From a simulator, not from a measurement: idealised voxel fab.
process module | voxel ribs on slabs
Square cells of 5 nm make up the cross-section cut, whose width is 290 nm.
Throughout this document, each cross-section is represented as a grid of square cells and is presented as a sequence of bands enumerated from the top downward, where a band comprises one or more rows of cells.
Quick guide to a band line: top height, bottom height (nm) up front; then every material left to right with its width in nm. Only one material and it's marked "everywhere"? Then it fills the band edge to edge. And "empty" just means empty space.
For the purposes of this specification, 0 denotes the height below which the wafer in its as-received condition is composed wholly of one material, and the lowermost band, lacking a lower limit, extends downward without end, as expressed in "z 0 and below".
When a width is written as two numbers, as in "30 to 40", the first number is the width in the top row of cells of the band and the second is the width in its bottom row, and the width changes by the same amount from each row to the next.
You'll sometimes find "same as before" written for a step, and that's the way of saying that nowhere in the cross-section did a cell change during that step.
"Closed void entries" enumerates empty spaces isolated from the top, with no open way to it, that contain at least 8 cells, giving each as width x height at distance from the left edge, all three in nm.
after a step's settings: what the simulator itself notes on the step
overlay nm: where the mask lay relative to plan, measured to the right, on steps with a mask; negatives go left.
**This section lists the process steps that were planned**
- 1: RECEIVE: material Si
- 2: DIRECTIONAL_DEP: material SiO2, thk nm 20
- 3: DIRECTIONAL_DEP: material polySi, thk nm 15
- 4: MASKED_ETCH: tone cover, mask id RIB, width nm 25, etch materials polySi, depth nm 5, overlay nm 0
- 5: DIRECTIONAL_DEP: material aC, thk nm 10
- 6: PATTERN: tone cover, mask id SLAB, material resist, width nm 75, thk nm 25, overlay nm -15
- 7: DIRECTIONAL_ETCH: etch materials aC, depth nm 10
- 8: STRIP: etch materials resist
- 9: DIRECTIONAL_ETCH: etch materials polySi, depth nm 10
- 10: STRIP: etch materials aC
- 11: FILL_DEP: material SiO2, thk nm 20
- 12: CMP: height nm 45
- 13: DIRECTIONAL_DEP: material TiN, thk nm 5
- 14: DIRECTIONAL_DEP: material aC, thk nm 15
- 15: PATTERN: tone cover, mask id HEATER, material resist, width nm 35, thk nm 35, overlay nm 0
- 16: DIRECTIONAL_ETCH: etch materials aC, depth nm 15
- 17: STRIP: etch materials resist
- 18: DIRECTIONAL_ETCH: etch materials TiN, depth nm 5
- 19: STRIP: etch materials aC
- 20: CONFORMAL_DEP: material SiO2, thk nm 5
Across this set of wafers, the varied parameter is the overlay nm of step 6. Starting conditions are identical for every wafer, and the plan reports the value assigned to the first wafer.
**As received, i.e. after step 1: cross-section through the first of several wafers**
z 0 and below  Si everywhere
Closed void entries: none
**Cross-section of the first of several wafers, taken after step 20, where the module ends**
z 55 to 50  empty (120), SiO2 (45), empty (125)
z 50 to 45  SiO2 (125), TiN (35), SiO2 (130)
z 45 to 35  SiO2 everywhere
z 35 to 30  SiO2 (130), polySi (25), SiO2 (135)
z 30 to 20  SiO2 (90), polySi (75), SiO2 (125)
z 20 to 0  SiO2 everywhere
z 0 and below  Si everywhere
Closed void entries: none
**Final wafer cross-section at module end**
z 55 to 50  empty (120), SiO2 (45), empty (125)
z 50 to 45  SiO2 (125), TiN (35), SiO2 (130)
z 45 to 35  SiO2 everywhere
z 35 to 30  SiO2 (130), polySi (25), SiO2 (135)
z 30 to 20  SiO2 (120), polySi (75), SiO2 (95)
z 20 to 0  SiO2 everywhere
z 0 and below  Si everywhere
Closed void entries: none
**Where each wafer stands at the end of the module, a row apiece: cells of each material gained (+) or lost (-) since it was received, then closed voids**
overlay nm -15 | +547 SiO2 | +7 TiN | +35 polySi | Closed void entries: none
overlay nm -10 | +547 SiO2 | +7 TiN | +35 polySi | Closed void entries: none
overlay nm -5 | +547 SiO2 | +7 TiN | +35 polySi | Closed void entries: none
overlay nm 0 | +547 SiO2 | +7 TiN | +35 polySi | Closed void entries: none
overlay nm 5 | +547 SiO2 | +7 TiN | +35 polySi | Closed void entries: none
overlay nm 10 | +547 SiO2 | +7 TiN | +35 polySi | Closed void entries: none
overlay nm 15 | +547 SiO2 | +7 TiN | +35 polySi | Closed void entries: none
